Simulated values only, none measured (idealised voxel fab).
The process module presented herein is designated voxel self aligned vias.
Section cut is 290 nm wide and gridded with 5 nm square cells.
Notation: cross-section as square-cell grid; stated in bands, top first, going down; one or more cell rows per band.
Band: top and bottom heights (nm) first, top before bottom; then materials from left to right, widths in nm. "everywhere" marks a sole material filling the band edge to edge. "air" denotes empty space.
Counting heights begins at 0, where everything beneath is, in the wafer as received, one material. The lowest band has no bottom; it goes on downwards, as "0..down" shows.
With a width like "30->40", each row of cells in the band differs from the next by the same amount, the top row carrying the first number and the bottom row the second.
It should be understood that the words "changes: none", when stated for a given step, signify that the cross-section underwent no change in any of its cells during that step.
So "Enclosed void listing" is basically the list of trapped voids: any empty space of 8 cells or more that can't reach the top through an opening. They're written width x height at distance, the distance being from the left edge, and it's all nm.
Formally, on a step line, whatever follows the settings is a remark that the simulator itself makes on the step.
The line of a step may include "overlay nm". On a step with a mask, this value is how far to the right of its planned place the mask lay. A negative value means the mask lay to the left.
Listed below are the process steps as planned:
1: RECEIVE [material Si]
2: CONFORMAL_DEP [material SiO2] [thk nm 10]
3: CONFORMAL_DEP [material SiCN] [thk nm 5]
4: DIRECTIONAL_DEP [material lowk] [thk nm 30]
5: DIRECTIONAL_DEP [material aC] [thk nm 10]
6: PATTERN [tone open] [mask id LINES] [material resist] [width nm 30] [pitch nm 80] [thk nm 25] [overlay nm 0]
7: DIRECTIONAL_ETCH [etch materials aC] [depth nm 10]
8: STRIP [etch materials resist]
9: DIRECTIONAL_ETCH [etch materials lowk] [depth nm 30]
10: STRIP [etch materials aC]
11: CONFORMAL_DEP [material TiN] [thk nm 5]
12: FILL_DEP [material Ru] [thk nm 5]
13: CMP [height nm 45]
14: SELECTIVE_ETCH [etch materials W Ru TiN] [depth nm 10]
15: FILL_DEP [material SiN] [thk nm 5]
16: CMP [height nm 45]
17: DIRECTIONAL_DEP [material lowk] [thk nm 15]
18: DIRECTIONAL_DEP [material aC] [thk nm 15]
19: PATTERN [tone open] [mask id VIAS] [material resist] [width nm 50] [pitch nm 80] [thk nm 35] [overlay nm 0]
20: DIRECTIONAL_ETCH [etch materials aC] [depth nm 15]
21: STRIP [etch materials resist]
22: DIRECTIONAL_ETCH [etch materials lowk] [depth nm 15]
23: DIRECTIONAL_ETCH [etch materials SiN] [depth nm 10]
24: STRIP [etch materials aC]
25: CONFORMAL_DEP [material TiN] [thk nm 5]
26: FILL_DEP [material Ru] [thk nm 5]
27: CMP [height nm 60]
28: CONFORMAL_DEP [material SiCN] [thk nm 5]
The thk nm used in step 11 is not the same on every wafer, whereas the starting condition is; the value printed in the plan is the first wafer's.
This is how the first of several wafers looked in cross-section when it arrived, which is after step 1:
	0..down  Si everywhere
	Enclosed void listing: none
Take a look at the first of several wafers in cross-section: the module is done, and step 28 was its last step:
	65..60  SiCN everywhere
	60..50  80 lowk, 5 TiN, 40 Ru, 5 TiN, 30 lowk, 5 TiN, 40 Ru, 5 TiN, 80 lowk
	50..40  80->90 lowk, 15->5 TiN, 20 Ru, 15->5 TiN, 30->50 lowk, 15->5 TiN, 20 Ru, 15->5 TiN, 80->90 lowk
	40..35  90 lowk, 30 TiN, 50 lowk, 30 TiN, 90 lowk
	35..20  90 lowk, 5 TiN, 20 Ru, 5 TiN, 50 lowk, 5 TiN, 20 Ru, 5 TiN, 90 lowk
	20..15  90 lowk, 30 TiN, 50 lowk, 30 TiN, 90 lowk
	15..10  SiCN everywhere
	10..0  SiO2 everywhere
	0..down  Si everywhere
	Enclosed void listing: none
Cross-section, module end, final of several wafers:
	65..60  SiCN everywhere
	60..50  80 lowk, 5 TiN, 40 Ru, 5 TiN, 30 lowk, 5 TiN, 40 Ru, 5 TiN, 80 lowk
	50..40  80->90 lowk, 15->5 TiN, 20 Ru, 15->5 TiN, 30->50 lowk, 15->5 TiN, 20 Ru, 15->5 TiN, 80->90 lowk
	40..15  90 lowk, 30 TiN, 50 lowk, 30 TiN, 90 lowk
	15..10  SiCN everywhere
	10..0  SiO2 everywhere
	0..down  Si everywhere
	Enclosed void listing: none
Heads up, this table goes wafer by wafer. A row tells you, at the end of the module, how many cells of each material that wafer has put on (+) or dropped (-) since it was received, and then its closed voids:
thk nm 5, +72 Ru, +116 SiCN, +116 SiO2, +60 TiN, +390 lowk, Enclosed void listing: none
thk nm 10, +56 Ru, +116 SiCN, +116 SiO2, +76 TiN, +390 lowk, Enclosed void listing: none
thk nm 15, +48 Ru, +116 SiCN, +116 SiO2, +84 TiN, +390 lowk, Enclosed void listing: none
thk nm 20, +48 Ru, +116 SiCN, +116 SiO2, +84 TiN, +390 lowk, Enclosed void listing: none
